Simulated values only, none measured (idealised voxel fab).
Process module in this document: voxel tone inversion
Shown is cross-section cut, with a width of 220 nm and square cells of size 5 nm.
Cross-section format: a grid of square cells, given as bands from top to bottom; each band is one or more rows of cells. Look at the band entry: it leads with the top's height and the bottom's height in nm. Then it lists the materials left to right, with a width in nm for each. The word "full width" on a single material says that material fills the band edge to edge. The word "air" is empty space. Height datum 0, below which the as-received substrate wafer is one material. Lowest band open at the bottom, running downward: "0 and below". When a width is written as two numbers, as in "30..40", the first number is the width in the top row of cells of the band and the second is the width in its bottom row, and the width changes by the same amount from each row to the next. When a step is marked "no alteration", none of the cells in the cross-section changed during that step. The entry "Entrapped void list" lists the empty spaces that cover at least 8 cells and have no open path to the top. Each is written as width x height at distance, where the distance is measured from the left edge and all three values are in nm. Note: text after step settings on the step line = simulator remark on that step. When a step includes a mask, the "overlay nm" setting on its line states how far to the right of its planned place that mask lay, and negative values state how far to the left.
## Steps in the process plan
1,RECEIVE,material Si
2,CONFORMAL_DEP,material SiN,thk nm 10
3,DIRECTIONAL_DEP,material polySi,thk nm 25
4,PATTERN,tone cover,mask id POSTS,material resist,width nm 20,pitch nm 45,thk nm 30,overlay nm 0
5,DIRECTIONAL_ETCH,etch materials polySi,depth nm 25
6,STRIP,etch materials resist
7,FILL_DEP,material lowk,thk nm 10
8,CMP,height nm 35
9,STRIP,etch materials polySi
10,CONFORMAL_DEP,material TiN,thk nm 5
11,FILL_DEP,material Cu,thk nm 5
12,CMP,height nm 35
13,CONFORMAL_DEP,material SiCN,thk nm 5
## Wafer as received: cross-section following step 1
> 0 and below  Si full width
> Entrapped void list: none
## First wafer of two, sectioned at end of module; run went per plan
> 40 down to 35  SiCN full width
> 35 down to 15  lowk 30 nm | TiN 5 nm | Cu 10 nm | TiN 5 nm | lowk 25 nm | TiN 5 nm | Cu 10 nm | TiN 5 nm | lowk 25 nm | TiN 5 nm | Cu 10 nm | TiN 5 nm | lowk 25 nm | TiN 5 nm | Cu 10 nm | TiN 5 nm | lowk 35 nm
> 15 down to 10  lowk 30 nm | TiN 20 nm | lowk 25 nm | TiN 20 nm | lowk 25 nm | TiN 20 nm | lowk 25 nm | TiN 20 nm | lowk 35 nm
> 10 down to 0  SiN full width
> 0 and below  Si full width
> Entrapped void list: none
## So this is wafer number two of the two, cut at the end of the module - it started where the first did and had the same plan, we just got one thing wrong running it
> 40 down to 35  SiCN full width
> 35 down to 15  lowk 25 nm | TiN 5 nm | Cu 10 nm | TiN 5 nm | lowk 25 nm | TiN 5 nm | Cu 10 nm | TiN 5 nm | lowk 25 nm | TiN 5 nm | Cu 10 nm | TiN 5 nm | lowk 25 nm | TiN 5 nm | Cu 10 nm | TiN 5 nm | lowk 40 nm
> 15 down to 10  lowk 25 nm | TiN 20 nm | lowk 25 nm | TiN 20 nm | lowk 25 nm | TiN 20 nm | lowk 25 nm | TiN 20 nm | lowk 40 nm
> 10 down to 0  SiN full width
> 0 and below  Si full width
> Entrapped void list: none
Nonconformance to the process plan: step 4 ran with different settings than intended, the actual operation and settings being PATTERN,tone cover,mask id POSTS,material resist,width nm 20,pitch nm 45,thk nm 30,overlay nm -5
So at the finish, the second wafer's got exactly as many cells of each material as the first, just not in the same spots.
